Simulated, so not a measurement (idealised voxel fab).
Process module name: voxel ribs on slabs
Square cells of 5 nm make up the cross-section cut, whose width is 150 nm.
Square cells in a grid make up a cross-section in this document, and the grid is given as bands, listed from the top down, each one or more rows of cells. It is stipulated that each band's entry specify, in nanometres, the height of the top of the band and then that of its bottom, followed by the materials of the band in left-to-right sequence, each together with its width in nanometres. A single material marked by the word "throughout" is understood to fill the band from edge to edge; the word "air" is understood to denote empty space. A quick word on heights: they are counted from 0, and under that level the wafer as it came to us is one material throughout. The lowest band is different from the rest in having no bottom; it simply continues downward, written as in "0 nm and below". Width "30->40": first value at the band's top row of cells, second value at its bottom row, equal change from row to row. The cross-section has no changed cell in any step marked "no alteration". The entry titled "Enclosed void inventory" provides the empty spaces that have no open way to the top, restricted to those of 8 cells or more. Each is presented as width x height at distance, the distance being measured from the left edge, with all three in nm. It should be noted that, on the line of a given step, the content following the step's settings is a remark produced by the simulator itself with respect to that step. Regarding "overlay nm": on a step with a mask, it is the distance the mask lay to the right of its planned place; a negative value places it to the left.
**The planned process steps are enumerated hereunder**
- 1: RECEIVE, material Si
- 2: DIRECTIONAL_DEP, material SiO2, thk nm 20
- 3: DIRECTIONAL_DEP, material polySi, thk nm 20
- 4: MASKED_ETCH, tone cover, mask id RIB, width nm 15, etch materials polySi, depth nm 5, overlay nm 0
- 5: DIRECTIONAL_DEP, material aC, thk nm 15
- 6: PATTERN, tone cover, mask id SLAB, material resist, width nm 45, thk nm 30, overlay nm 0
- 7: DIRECTIONAL_ETCH, etch materials aC, depth nm 15
- 8: STRIP, etch materials resist
- 9: DIRECTIONAL_ETCH, etch materials polySi, depth nm 15
- 10: STRIP, etch materials aC
- 11: FILL_DEP, material SiO2, thk nm 20
- 12: CMP, height nm 50
- 13: DIRECTIONAL_DEP, material TiN, thk nm 10
- 14: PATTERN, tone cover, mask id HEATER, material resist, width nm 25, thk nm 15, overlay nm 0
- 15: DIRECTIONAL_ETCH, etch materials TiN, depth nm 10
- 16: STRIP, etch materials resist
- 17: CONFORMAL_DEP, material SiN, thk nm 10
**The first wafer of two, processed as planned**
**Incoming wafer in cross-section (state: after step 1)**
  0 nm and below = Si throughout
  Enclosed void inventory: none
**after step 2**
  20 nm to 0 nm = SiO2 throughout
  Unchanged below 0.
**after step 3**
  40 nm to 20 nm = polySi throughout
  Unchanged below 20.
**after step 4**
  40 nm to 35 nm = air=65, then polySi=15, then air=70
  Unchanged below 35.
**after step 5**
  55 nm to 50 nm = air=65, then aC=15, then air=70
  50 nm to 40 nm = aC throughout
  40 nm to 35 nm = aC=65, then polySi=15, then aC=70
  Unchanged below 35.
**after step 6**
  85 nm to 55 nm = air=50, then resist=45, then air=55
  55 nm to 50 nm = air=50, then resist=15, then aC=15, then resist=15, then air=55
  Unchanged below 50.
**after step 7**
  70 nm to 55 nm = air=50, then resist=45, then air=55
  55 nm to 50 nm = air=50, then resist=15, then aC=15, then resist=15, then air=55
  50 nm to 40 nm = air=50, then aC=45, then air=55
  40 nm to 35 nm = air=50, then aC=15, then polySi=15, then aC=15, then air=55
  Unchanged below 35.
**after step 8**
  55 nm to 50 nm = air=65, then aC=15, then air=70
  Unchanged below 50.
**after step 9**
  55 nm to 50 nm = air=65, then aC=15, then air=70
  50 nm to 40 nm = air=50, then aC=45, then air=55
  40 nm to 35 nm = air=50, then aC=15, then polySi=15, then aC=15, then air=55
  35 nm to 20 nm = air=50, then polySi=45, then air=55
  Unchanged below 20.
**after step 10**
  40 nm to 35 nm = air=65, then polySi=15, then air=70
  Unchanged below 35.
**after step 11**
  60 nm to 40 nm = SiO2 throughout
  40 nm to 35 nm = SiO2=65, then polySi=15, then SiO2=70
  35 nm to 20 nm = SiO2=50, then polySi=45, then SiO2=55
  Unchanged below 20.
**after step 12**
  50 nm to 40 nm = SiO2 throughout
  Unchanged below 40.
**after step 13**
  60 nm to 50 nm = TiN throughout
  Unchanged below 50.
**after step 14**
  75 nm to 60 nm = air=60, then resist=25, then air=65
  Unchanged below 60.
**after step 15**
  75 nm to 60 nm = air=60, then resist=25, then air=65
  60 nm to 50 nm = air=60, then TiN=25, then air=65
  Unchanged below 50.
**after step 16**
  60 nm to 50 nm = air=60, then TiN=25, then air=65
  Unchanged below 50.
**after step 17**
  70 nm to 60 nm = air=50, then SiN=45, then air=55
  60 nm to 50 nm = SiN=60, then TiN=25, then SiN=65
  Unchanged below 50.
**Wafer two of two - same starting point, same process plan, one mistake in execution; matches wafer one up to and including step 1**
**Cross-section: second wafer, time at which step 2 was scheduled to end**
  40 nm to 0 nm = SiO2 throughout
  Unchanged below 0.
**Cross-section: second wafer, time at which step 3 was scheduled to end**
  60 nm to 40 nm = polySi throughout
  Unchanged below 40.
**Cross-section: second wafer, time at which step 4 was scheduled to end**
  60 nm to 55 nm = air=65, then polySi=15, then air=70
  Unchanged below 55.
**Cross-section: second wafer, time at which step 5 was scheduled to end**
  75 nm to 70 nm = air=65, then aC=15, then air=70
  70 nm to 60 nm = aC throughout
  60 nm to 55 nm = aC=65, then polySi=15, then aC=70
  Unchanged below 55.
**Cross-section: second wafer, time at which step 6 was scheduled to end**
  105 nm to 75 nm = air=50, then resist=45, then air=55
  75 nm to 70 nm = air=50, then resist=15, then aC=15, then resist=15, then air=55
  Unchanged below 70.
**Cross-section: second wafer, time at which step 7 was scheduled to end**
  90 nm to 75 nm = air=50, then resist=45, then air=55
  75 nm to 70 nm = air=50, then resist=15, then aC=15, then resist=15, then air=55
  70 nm to 60 nm = air=50, then aC=45, then air=55
  60 nm to 55 nm = air=50, then aC=15, then polySi=15, then aC=15, then air=55
  Unchanged below 55.
**Cross-section: second wafer, time at which step 8 was scheduled to end**
  75 nm to 70 nm = air=65, then aC=15, then air=70
  Unchanged below 70.
**Cross-section: second wafer, time at which step 9 was scheduled to end**
  75 nm to 70 nm = air=65, then aC=15, then air=70
  70 nm to 60 nm = air=50, then aC=45, then air=55
  60 nm to 55 nm = air=50, then aC=15, then polySi=15, then aC=15, then air=55
  55 nm to 40 nm = air=50, then polySi=45, then air=55
  Unchanged below 40.
**Cross-section: second wafer, time at which step 10 was scheduled to end**
  60 nm to 55 nm = air=65, then polySi=15, then air=70
  Unchanged below 55.
**Cross-section: second wafer, time at which step 11 was scheduled to end**
  80 nm to 60 nm = SiO2 throughout
  60 nm to 55 nm = SiO2=65, then polySi=15, then SiO2=70
  55 nm to 40 nm = SiO2=50, then polySi=45, then SiO2=55
  Unchanged below 40.
**Cross-section: second wafer, time at which step 12 was scheduled to end**
  50 nm to 40 nm = SiO2=50, then polySi=45, then SiO2=55
  Unchanged below 40.
**Cross-section: second wafer, time at which step 13 was scheduled to end**
  60 nm to 50 nm = TiN throughout
  Unchanged below 50.
**Cross-section: second wafer, time at which step 14 was scheduled to end**
  75 nm to 60 nm = air=60, then resist=25, then air=65
  Unchanged below 60.
**Cross-section: second wafer, time at which step 15 was scheduled to end**
  75 nm to 60 nm = air=60, then resist=25, then air=65
  60 nm to 50 nm = air=60, then TiN=25, then air=65
  Unchanged below 50.
**Cross-section: second wafer, time at which step 16 was scheduled to end**
  60 nm to 50 nm = air=60, then TiN=25, then air=65
  Unchanged below 50.
**Cross-section: second wafer, time at which step 17 was scheduled to end**
  70 nm to 60 nm = air=50, then SiN=45, then air=55
  60 nm to 50 nm = SiN=60, then TiN=25, then SiN=65
  Unchanged below 50.
Here's what went sideways: it should be noted that step 2 of the plan was executed twice
End of process, cell counts, second wafer against first, materials with more or fewer: +12 SiO2, -12 polySi
